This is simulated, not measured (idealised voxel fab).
Documented hereafter: the process module known as voxel capacitor over wiring.
We display cut, a cross-section 280 nm in width whose square cells are each 5 nm.
If you're reading a cross-section in this doc, picture square cells in a grid; it comes to you as bands, top ones listed first down to the bottom, and a band can be one or more rows of cells.
Per band: top height and bottom height in nm, followed by the left-to-right materials and their widths in nm; "all across" marks a single material spanning edge to edge, "air" marks empty space.
All heights in this document are referenced to 0, defined as the level beneath which the wafer, as received, consists entirely of one material. The lowest band is not bounded below; it extends indefinitely downward and is written in the form "from 0 down".
A width given as "30->40" starts at the first number in the band's top row and ends at the second number in its bottom row, shifting by an equal amount at every step from row to row.
Step note "no change" = no cross-section cell changed.
"Enclosed cavity list" contains a list of empty spaces, each no smaller than 8 cells and without an open way to the top, written in the form width x height at distance with the distance from the left edge and all three in nm.
It should be noted that, on the line of a given step, the content following the step's settings is a remark produced by the simulator itself with respect to that step.
overlay nm: step with mask; distance mask lay right of planned place; negative value = left of planned place.

Planned step list for the process:
- 1: RECEIVE [material Si]
- 2: CONFORMAL_DEP [material SiO2] [thk nm 15]
- 3: DIRECTIONAL_DEP [material TiN] [thk nm 5]
- 4: DIRECTIONAL_DEP [material W] [thk nm 15]
- 5: PATTERN [tone cover] [mask id METAL_1] [material resist] [width nm 30] [pitch nm 100] [thk nm 20] [overlay nm 0]
- 6: DIRECTIONAL_ETCH [etch materials W] [depth nm 15]
- 7: DIRECTIONAL_ETCH [etch materials TiN] [depth nm 5]
- 8: STRIP [etch materials resist]
- 9: FILL_DEP [material lowk] [thk nm 5]
- 10: CMP [height nm 35]
- 11: CONFORMAL_DEP [material SiCN] [thk nm 5]
- 12: DIRECTIONAL_DEP [material lowk] [thk nm 20]
- 13: DIRECTIONAL_DEP [material aC] [thk nm 10]
- 14: PATTERN [tone open] [mask id PLUG_1] [material resist] [width nm 15] [thk nm 30] [overlay nm 0]
- 15: DIRECTIONAL_ETCH [etch materials aC] [depth nm 10]
- 16: STRIP [etch materials resist]
- 17: DIRECTIONAL_ETCH [etch materials lowk] [depth nm 20]
- 18: DIRECTIONAL_ETCH [etch materials SiCN] [depth nm 5]
- 19: STRIP [etch materials aC]
- 20: EPI [material Ru] [thk nm 10]
- 21: EPI [material Ru] [thk nm 10]
- 22: EPI [material Ru] [thk nm 5]
- 23: DIRECTIONAL_DEP [material TiN] [thk nm 5]
- 24: DIRECTIONAL_DEP [material HfO2] [thk nm 5]
- 25: DIRECTIONAL_DEP [material TiN] [thk nm 10]
- 26: MASKED_ETCH [tone cover] [mask id UPPER_PLATE] [width nm 75] [etch materials TiN] [depth nm 10] [overlay nm 0]
- 27: MASKED_ETCH [tone cover] [mask id UPPER_PLATE] [width nm 75] [etch materials HfO2] [depth nm 5] [overlay nm 0]
- 28: DIRECTIONAL_DEP [material aC] [thk nm 10]
- 29: PATTERN [tone cover] [mask id LOWER_PLATE] [material resist] [width nm 85] [thk nm 30] [overlay nm 0]
- 30: DIRECTIONAL_ETCH [etch materials aC] [depth nm 10]
- 31: STRIP [etch materials resist]
- 32: DIRECTIONAL_ETCH [etch materials TiN] [depth nm 5]
- 33: STRIP [etch materials aC]
- 34: FILL_DEP [material SiO2] [thk nm 20]
- 35: CMP [height nm 95]
- 36: DIRECTIONAL_DEP [material aC] [thk nm 15]
- 37: PATTERN [tone open] [mask id PLUG_2] [material resist] [width nm 15] [thk nm 30] [overlay nm 0]
- 38: DIRECTIONAL_ETCH [etch materials aC] [depth nm 15]
- 39: STRIP [etch materials resist]
- 40: DIRECTIONAL_ETCH [etch materials SiO2] [depth nm 15]
- 41: STRIP [etch materials aC]
- 42: CONFORMAL_DEP [material TiN] [thk nm 5]
- 43: FILL_DEP [material Ru] [thk nm 5]
- 44: CMP [height nm 95]
- 45: CONFORMAL_DEP [material SiCN] [thk nm 5]

On the first of the two wafers: run conducted according to plan:

as received, after step 1:
from 0 down = Si all across
Enclosed cavity list: none

Cross-section: wafer state after step 2:
from 15 to 0 = SiO2 all across
Beneath the level 0, the cross-section is identical to its previous state.

Cross-section: wafer state after step 3:
from 20 to 15 = TiN all across
Beneath the level 15, the cross-section is identical to its previous state.

Cross-section: wafer state after step 4:
from 35 to 20 = W all across
Beneath the level 20, the cross-section is identical to its previous state.

Cross-section: wafer state after step 5:
from 55 to 35 = air=75; resist=30; air=70; resist=30; air=75
Beneath the level 35, the cross-section is identical to its previous state.

Cross-section: wafer state after step 6:
from 55 to 35 = air=75; resist=30; air=70; resist=30; air=75
from 35 to 20 = air=75; W=30; air=70; W=30; air=75
Beneath the level 20, the cross-section is identical to its previous state.

Cross-section: wafer state after step 7:
from 55 to 35 = air=75; resist=30; air=70; resist=30; air=75
from 35 to 20 = air=75; W=30; air=70; W=30; air=75
from 20 to 15 = air=75; TiN=30; air=70; TiN=30; air=75
Beneath the level 15, the cross-section is identical to its previous state.

Cross-section: wafer state after step 8:
from 35 to 20 = air=75; W=30; air=70; W=30; air=75
Beneath the level 20, the cross-section is identical to its previous state.

Cross-section: wafer state after step 9:
from 40 to 35 = lowk all across
from 35 to 20 = lowk=75; W=30; lowk=70; W=30; lowk=75
from 20 to 15 = lowk=75; TiN=30; lowk=70; TiN=30; lowk=75
Beneath the level 15, the cross-section is identical to its previous state.

Cross-section: wafer state after step 10:
from 35 to 20 = lowk=75; W=30; lowk=70; W=30; lowk=75
Beneath the level 20, the cross-section is identical to its previous state.

Cross-section: wafer state after step 11:
from 40 to 35 = SiCN all across
Beneath the level 35, the cross-section is identical to its previous state.

Cross-section: wafer state after step 12:
from 60 to 40 = lowk all across
Beneath the level 40, the cross-section is identical to its previous state.

Cross-section: wafer state after step 13:
from 70 to 60 = aC all across
Beneath the level 60, the cross-section is identical to its previous state.

Cross-section: wafer state after step 14:
from 100 to 70 = resist=90; air=15; resist=175
Beneath the level 70, the cross-section is identical to its previous state.

Cross-section: wafer state after step 15:
from 90 to 70 = resist=90; air=15; resist=175
from 70 to 60 = aC=90; air=15; aC=175
Beneath the level 60, the cross-section is identical to its previous state.

Cross-section: wafer state after step 16:
from 70 to 60 = aC=90; air=15; aC=175
Beneath the level 60, the cross-section is identical to its previous state.

Cross-section: wafer state after step 17:
from 70 to 60 = aC=90; air=15; aC=175
from 60 to 40 = lowk=90; air=15; lowk=175
Beneath the level 40, the cross-section is identical to its previous state.

Cross-section: wafer state after step 18:
from 70 to 60 = aC=90; air=15; aC=175
from 60 to 40 = lowk=90; air=15; lowk=175
from 40 to 35 = SiCN=90; air=15; SiCN=175
Beneath the level 35, the cross-section is identical to its previous state.

Cross-section: wafer state after step 19:
from 60 to 40 = lowk=90; air=15; lowk=175
Beneath the level 40, the cross-section is identical to its previous state.

Cross-section: wafer state after step 20:
from 60 to 45 = lowk=90; air=15; lowk=175
from 45 to 40 = lowk=90; Ru=15; lowk=175
from 40 to 35 = SiCN=90; Ru=15; SiCN=175
Beneath the level 35, the cross-section is identical to its previous state.

Cross-section: wafer state after step 21:
from 60 to 55 = lowk=90; air=15; lowk=175
from 55 to 40 = lowk=90; Ru=15; lowk=175
Beneath the level 40, the cross-section is identical to its previous state.

Cross-section: wafer state after step 22:
from 60 to 40 = lowk=90; Ru=15; lowk=175
Beneath the level 40, the cross-section is identical to its previous state.

Cross-section: wafer state after step 23:
from 65 to 60 = TiN all across
Beneath the level 60, the cross-section is identical to its previous state.

Cross-section: wafer state after step 24:
from 70 to 65 = HfO2 all across
Beneath the level 65, the cross-section is identical to its previous state.

Cross-section: wafer state after step 25:
from 80 to 70 = TiN all across
Beneath the level 70, the cross-section is identical to its previous state.

Cross-section: wafer state after step 26:
from 80 to 70 = air=90; TiN=75; air=115
Beneath the level 70, the cross-section is identical to its previous state.

Cross-section: wafer state after step 27:
from 80 to 70 = air=90; TiN=75; air=115
from 70 to 65 = air=90; HfO2=75; air=115
Beneath the level 65, the cross-section is identical to its previous state.

Cross-section: wafer state after step 28:
from 90 to 80 = air=90; aC=75; air=115
from 80 to 75 = air=90; TiN=75; air=115
from 75 to 70 = aC=90; TiN=75; aC=115
from 70 to 65 = aC=90; HfO2=75; aC=115
Beneath the level 65, the cross-section is identical to its previous state.

Cross-section: wafer state after step 29:
from 120 to 90 = air=85; resist=85; air=110
from 90 to 80 = air=85; resist=5; aC=75; resist=5; air=110
from 80 to 75 = air=85; resist=5; TiN=75; resist=5; air=110
Beneath the level 75, the cross-section is identical to its previous state.

Cross-section: wafer state after step 30:
from 110 to 90 = air=85; resist=85; air=110
from 90 to 80 = air=85; resist=5; aC=75; resist=5; air=110
from 80 to 75 = air=85; resist=5; TiN=75; resist=5; air=110
from 75 to 70 = air=85; aC=5; TiN=75; aC=5; air=110
from 70 to 65 = air=85; aC=5; HfO2=75; aC=5; air=110
Beneath the level 65, the cross-section is identical to its previous state.

Cross-section: wafer state after step 31:
from 90 to 80 = air=90; aC=75; air=115
from 80 to 75 = air=90; TiN=75; air=115
Beneath the level 75, the cross-section is identical to its previous state.

Cross-section: wafer state after step 32:
from 90 to 80 = air=90; aC=75; air=115
from 80 to 75 = air=90; TiN=75; air=115
from 75 to 70 = air=85; aC=5; TiN=75; aC=5; air=110
from 70 to 65 = air=85; aC=5; HfO2=75; aC=5; air=110
from 65 to 60 = air=85; TiN=85; air=110
Beneath the level 60, the cross-section is identical to its previous state.

Cross-section: wafer state after step 33:
from 80 to 70 = air=90; TiN=75; air=115
from 70 to 65 = air=90; HfO2=75; air=115
Beneath the level 65, the cross-section is identical to its previous state.

Cross-section: wafer state after step 34:
from 100 to 80 = SiO2 all across
from 80 to 70 = SiO2=90; TiN=75; SiO2=115
from 70 to 65 = SiO2=90; HfO2=75; SiO2=115
from 65 to 60 = SiO2=85; TiN=85; SiO2=110
Beneath the level 60, the cross-section is identical to its previous state.

Cross-section: wafer state after step 35:
from 95 to 80 = SiO2 all across
Beneath the level 80, the cross-section is identical to its previous state.

Cross-section: wafer state after step 36:
from 110 to 95 = aC all across
Beneath the level 95, the cross-section is identical to its previous state.

Cross-section: wafer state after step 37:
from 140 to 110 = resist=100; air=15; resist=165
Beneath the level 110, the cross-section is identical to its previous state.

Cross-section: wafer state after step 38:
from 125 to 110 = resist=100; air=15; resist=165
from 110 to 95 = aC=100; air=15; aC=165
Beneath the level 95, the cross-section is identical to its previous state.

Cross-section: wafer state after step 39:
from 110 to 95 = aC=100; air=15; aC=165
Beneath the level 95, the cross-section is identical to its previous state.

Cross-section: wafer state after step 40:
from 110 to 95 = aC=100; air=15; aC=165
from 95 to 80 = SiO2=100; air=15; SiO2=165
Beneath the level 80, the cross-section is identical to its previous state.

Cross-section: wafer state after step 41:
from 95 to 80 = SiO2=100; air=15; SiO2=165
Beneath the level 80, the cross-section is identical to its previous state.

Cross-section: wafer state after step 42:
from 100 to 95 = TiN=105; air=5; TiN=170
from 95 to 85 = SiO2=100; TiN=5; air=5; TiN=5; SiO2=165
from 85 to 80 = SiO2=100; TiN=15; SiO2=165
Beneath the level 80, the cross-section is identical to its previous state.

Cross-section: wafer state after step 43:
from 105 to 100 = Ru all across
from 100 to 95 = TiN=105; Ru=5; TiN=170
from 95 to 85 = SiO2=100; TiN=5; Ru=5; TiN=5; SiO2=165
Beneath the level 85, the cross-section is identical to its previous state.

Cross-section: wafer state after step 44:
from 95 to 85 = SiO2=100; TiN=5; Ru=5; TiN=5; SiO2=165
Beneath the level 85, the cross-section is identical to its previous state.

Cross-section: wafer state after step 45:
from 100 to 95 = SiCN all across
Beneath the level 95, the cross-section is identical to its previous state.

It is to be noted that the second wafer proceeded from the same initial state and according to the same plan as the first, although one mistake was committed in its execution; through step 2, inclusive, the two wafers share an identical history:

when step 3 should have ended:
from 30 to 15 = W all across
Beneath the level 15, the cross-section is identical to its previous state.

when step 4 should have ended:
from 35 to 30 = TiN all across
Beneath the level 30, the cross-section is identical to its previous state.

when step 5 should have ended:
from 55 to 35 = air=75; resist=30; air=70; resist=30; air=75
Beneath the level 35, the cross-section is identical to its previous state.

when step 6 should have ended: no change

when step 7 should have ended:
from 55 to 35 = air=75; resist=30; air=70; resist=30; air=75
from 35 to 30 = air=75; TiN=30; air=70; TiN=30; air=75
Beneath the level 30, the cross-section is identical to its previous state.

when step 8 should have ended:
from 35 to 30 = air=75; TiN=30; air=70; TiN=30; air=75
Beneath the level 30, the cross-section is identical to its previous state.

when step 9 should have ended:
from 40 to 35 = lowk all across
from 35 to 30 = lowk=75; TiN=30; lowk=70; TiN=30; lowk=75
Beneath the level 30, the cross-section is identical to its previous state.

when step 10 should have ended:
from 35 to 30 = lowk=75; TiN=30; lowk=70; TiN=30; lowk=75
Beneath the level 30, the cross-section is identical to its previous state.

when step 11 should have ended:
from 40 to 35 = SiCN all across
Beneath the level 35, the cross-section is identical to its previous state.

when step 12 should have ended:
from 60 to 40 = lowk all across
Beneath the level 40, the cross-section is identical to its previous state.

when step 13 should have ended:
from 70 to 60 = aC all across
Beneath the level 60, the cross-section is identical to its previous state.

when step 14 should have ended:
from 100 to 70 = resist=90; air=15; resist=175
Beneath the level 70, the cross-section is identical to its previous state.

when step 15 should have ended:
from 90 to 70 = resist=90; air=15; resist=175
from 70 to 60 = aC=90; air=15; aC=175
Beneath the level 60, the cross-section is identical to its previous state.

when step 16 should have ended:
from 70 to 60 = aC=90; air=15; aC=175
Beneath the level 60, the cross-section is identical to its previous state.

when step 17 should have ended:
from 70 to 60 = aC=90; air=15; aC=175
from 60 to 40 = lowk=90; air=15; lowk=175
Beneath the level 40, the cross-section is identical to its previous state.

when step 18 should have ended:
from 70 to 60 = aC=90; air=15; aC=175
from 60 to 40 = lowk=90; air=15; lowk=175
from 40 to 35 = SiCN=90; air=15; SiCN=175
Beneath the level 35, the cross-section is identical to its previous state.

when step 19 should have ended:
from 60 to 40 = lowk=90; air=15; lowk=175
Beneath the level 40, the cross-section is identical to its previous state.

when step 20 should have ended:
from 60 to 45 = lowk=90; air=15; lowk=175
from 45 to 40 = lowk=90; Ru=15; lowk=175
from 40 to 35 = SiCN=90; Ru=15; SiCN=175
Beneath the level 35, the cross-section is identical to its previous state.

when step 21 should have ended:
from 60 to 55 = lowk=90; air=15; lowk=175
from 55 to 40 = lowk=90; Ru=15; lowk=175
Beneath the level 40, the cross-section is identical to its previous state.

when step 22 should have ended:
from 60 to 40 = lowk=90; Ru=15; lowk=175
Beneath the level 40, the cross-section is identical to its previous state.

when step 23 should have ended:
from 65 to 60 = TiN all across
Beneath the level 60, the cross-section is identical to its previous state.

when step 24 should have ended:
from 70 to 65 = HfO2 all across
Beneath the level 65, the cross-section is identical to its previous state.

when step 25 should have ended:
from 80 to 70 = TiN all across
Beneath the level 70, the cross-section is identical to its previous state.

when step 26 should have ended:
from 80 to 70 = air=90; TiN=75; air=115
Beneath the level 70, the cross-section is identical to its previous state.

when step 27 should have ended:
from 80 to 70 = air=90; TiN=75; air=115
from 70 to 65 = air=90; HfO2=75; air=115
Beneath the level 65, the cross-section is identical to its previous state.

when step 28 should have ended:
from 90 to 80 = air=90; aC=75; air=115
from 80 to 75 = air=90; TiN=75; air=115
from 75 to 70 = aC=90; TiN=75; aC=115
from 70 to 65 = aC=90; HfO2=75; aC=115
Beneath the level 65, the cross-section is identical to its previous state.

when step 29 should have ended:
from 120 to 90 = air=85; resist=85; air=110
from 90 to 80 = air=85; resist=5; aC=75; resist=5; air=110
from 80 to 75 = air=85; resist=5; TiN=75; resist=5; air=110
Beneath the level 75, the cross-section is identical to its previous state.

when step 30 should have ended:
from 110 to 90 = air=85; resist=85; air=110
from 90 to 80 = air=85; resist=5; aC=75; resist=5; air=110
from 80 to 75 = air=85; resist=5; TiN=75; resist=5; air=110
from 75 to 70 = air=85; aC=5; TiN=75; aC=5; air=110
from 70 to 65 = air=85; aC=5; HfO2=75; aC=5; air=110
Beneath the level 65, the cross-section is identical to its previous state.

when step 31 should have ended:
from 90 to 80 = air=90; aC=75; air=115
from 80 to 75 = air=90; TiN=75; air=115
Beneath the level 75, the cross-section is identical to its previous state.

when step 32 should have ended:
from 90 to 80 = air=90; aC=75; air=115
from 80 to 75 = air=90; TiN=75; air=115
from 75 to 70 = air=85; aC=5; TiN=75; aC=5; air=110
from 70 to 65 = air=85; aC=5; HfO2=75; aC=5; air=110
from 65 to 60 = air=85; TiN=85; air=110
Beneath the level 60, the cross-section is identical to its previous state.

when step 33 should have ended:
from 80 to 70 = air=90; TiN=75; air=115
from 70 to 65 = air=90; HfO2=75; air=115
Beneath the level 65, the cross-section is identical to its previous state.

when step 34 should have ended:
from 100 to 80 = SiO2 all across
from 80 to 70 = SiO2=90; TiN=75; SiO2=115
from 70 to 65 = SiO2=90; HfO2=75; SiO2=115
from 65 to 60 = SiO2=85; TiN=85; SiO2=110
Beneath the level 60, the cross-section is identical to its previous state.

when step 35 should have ended:
from 95 to 80 = SiO2 all across
Beneath the level 80, the cross-section is identical to its previous state.

when step 36 should have ended:
from 110 to 95 = aC all across
Beneath the level 95, the cross-section is identical to its previous state.

when step 37 should have ended:
from 140 to 110 = resist=100; air=15; resist=165
Beneath the level 110, the cross-section is identical to its previous state.

when step 38 should have ended:
from 125 to 110 = resist=100; air=15; resist=165
from 110 to 95 = aC=100; air=15; aC=165
Beneath the level 95, the cross-section is identical to its previous state.

when step 39 should have ended:
from 110 to 95 = aC=100; air=15; aC=165
Beneath the level 95, the cross-section is identical to its previous state.

when step 40 should have ended:
from 110 to 95 = aC=100; air=15; aC=165
from 95 to 80 = SiO2=100; air=15; SiO2=165
Beneath the level 80, the cross-section is identical to its previous state.

when step 41 should have ended:
from 95 to 80 = SiO2=100; air=15; SiO2=165
Beneath the level 80, the cross-section is identical to its previous state.

when step 42 should have ended:
from 100 to 95 = TiN=105; air=5; TiN=170
from 95 to 85 = SiO2=100; TiN=5; air=5; TiN=5; SiO2=165
from 85 to 80 = SiO2=100; TiN=15; SiO2=165
Beneath the level 80, the cross-section is identical to its previous state.

when step 43 should have ended:
from 105 to 100 = Ru all across
from 100 to 95 = TiN=105; Ru=5; TiN=170
from 95 to 85 = SiO2=100; TiN=5; Ru=5; TiN=5; SiO2=165
Beneath the level 85, the cross-section is identical to its previous state.

when step 44 should have ended:
from 95 to 85 = SiO2=100; TiN=5; Ru=5; TiN=5; SiO2=165
Beneath the level 85, the cross-section is identical to its previous state.

when step 45 should have ended:
from 100 to 95 = SiCN all across
Beneath the level 95, the cross-section is identical to its previous state.
Plan not followed: sequence error: steps 3 and 4 interchanged
Final cells, second wafer relative to first, materials higher or lower: +132 W, -132 lowk
